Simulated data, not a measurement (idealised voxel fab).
The process module presented herein is designated voxel self aligned vias.
Displayed cross-section: cut, width of 190 nm, square cells sized 5 nm.
Throughout this document, each cross-section is represented as a grid of square cells and is presented as a sequence of bands enumerated from the top downward, where a band comprises one or more rows of cells.
First you get the band's top height and its bottom height, in nm, and then the materials it's made of, left to right, with each width in nm. If you see a single material with "full width", that one covers the band edge to edge. "air" is empty space.
For the purposes of this specification, 0 denotes the height below which the wafer in its as-received condition is composed wholly of one material, and the lowermost band, lacking a lower limit, extends downward without end, as expressed in "z 0 and below".
The expression "30 to 40" gives the width at the extremes of the band, the first number at its top row of cells and the second at its bottom row, with the width changing by equal amounts from each row to the next in between.
No cell of the cross-section changed in a step that is given as "nothing changed".
Voids not open to the top, 8 cells minimum: see "Closed empty spaces". Written width x height at distance; distance is from the left edge; nm.
Text after the settings on a step's line: the simulator's own remark on that step.
You can add "overlay nm" to a step's line. For a step with a mask, it describes how far the mask lay to the right of its planned position, and a negative number describes a lay to the left.

SET OUT BELOW ARE THE PLANNED STEPS OF THE PROCESS
| 1 | op RECEIVE | material Si |
| 2 | op CONFORMAL_DEP | material SiO2 | thk nm 15 |
| 3 | op CONFORMAL_DEP | material SiCN | thk nm 5 |
| 4 | op DIRECTIONAL_DEP | material SiO2 | thk nm 30 |
| 5 | op DIRECTIONAL_DEP | material aC | thk nm 10 |
| 6 | op PATTERN | tone open | mask id LINES | material resist | width nm 25 | pitch nm 75 | thk nm 30 | overlay nm 0 |
| 7 | op DIRECTIONAL_ETCH | etch materials aC | depth nm 10 |
| 8 | op STRIP | etch materials resist |
| 9 | op DIRECTIONAL_ETCH | etch materials SiO2 | depth nm 30 |
| 10 | op STRIP | etch materials aC |
| 11 | op CONFORMAL_DEP | material TiN | thk nm 5 |
| 12 | op FILL_DEP | material W | thk nm 10 |
| 13 | op CMP | height nm 50 |
| 14 | op SELECTIVE_ETCH | etch materials W Ru TiN | depth nm 5 |
| 15 | op FILL_DEP | material SiN | thk nm 5 |
| 16 | op CMP | height nm 50 |
| 17 | op DIRECTIONAL_DEP | material SiO2 | thk nm 20 |
| 18 | op MASKED_ETCH | tone open | mask id VIAS | width nm 35 | pitch nm 75 | etch materials SiO2 | depth nm 20 | overlay nm 0 |
| 19 | op MASKED_ETCH | tone open | mask id VIAS | width nm 45 | pitch nm 75 | etch materials SiN | depth nm 5 | overlay nm 0 |
| 20 | op CONFORMAL_DEP | material TiN | thk nm 5 |
| 21 | op FILL_DEP | material W | thk nm 5 |
| 22 | op CMP | height nm 70 |
| 23 | op CONFORMAL_DEP | material SiCN | thk nm 5 |
The width nm used in step 18 is not the same on every wafer, whereas the starting condition is; the value printed in the plan is the first wafer's.

CROSS-SECTION: THE FIRST OF SEVERAL WAFERS IN ITS AS-RECEIVED STATE, I.E. FOLLOWING STEP 1
	z 0 and below = Si full width
	Closed empty spaces: none

WHERE EACH WAFER STANDS AT THE END OF THE MODULE, A ROW APIECE: CELLS OF EACH MATERIAL GAINED (+) OR LOST (-) SINCE IT WAS RECEIVED, THEN CLOSED VOIDS
width nm 35; +76 SiCN; +378 SiO2; +56 TiN; +60 W; Closed empty spaces: none
width nm 40; +76 SiCN; +370 SiO2; +58 TiN; +66 W; Closed empty spaces: none
width nm 45; +76 SiCN; +362 SiO2; +60 TiN; +72 W; Closed empty spaces: none
width nm 50; +76 SiCN; +354 SiO2; +62 TiN; +78 W; Closed empty spaces: none
width nm 55; +76 SiCN; +346 SiO2; +64 TiN; +84 W; Closed empty spaces: none
width nm 60; +76 SiCN; +338 SiO2; +66 TiN; +90 W; Closed empty spaces: none
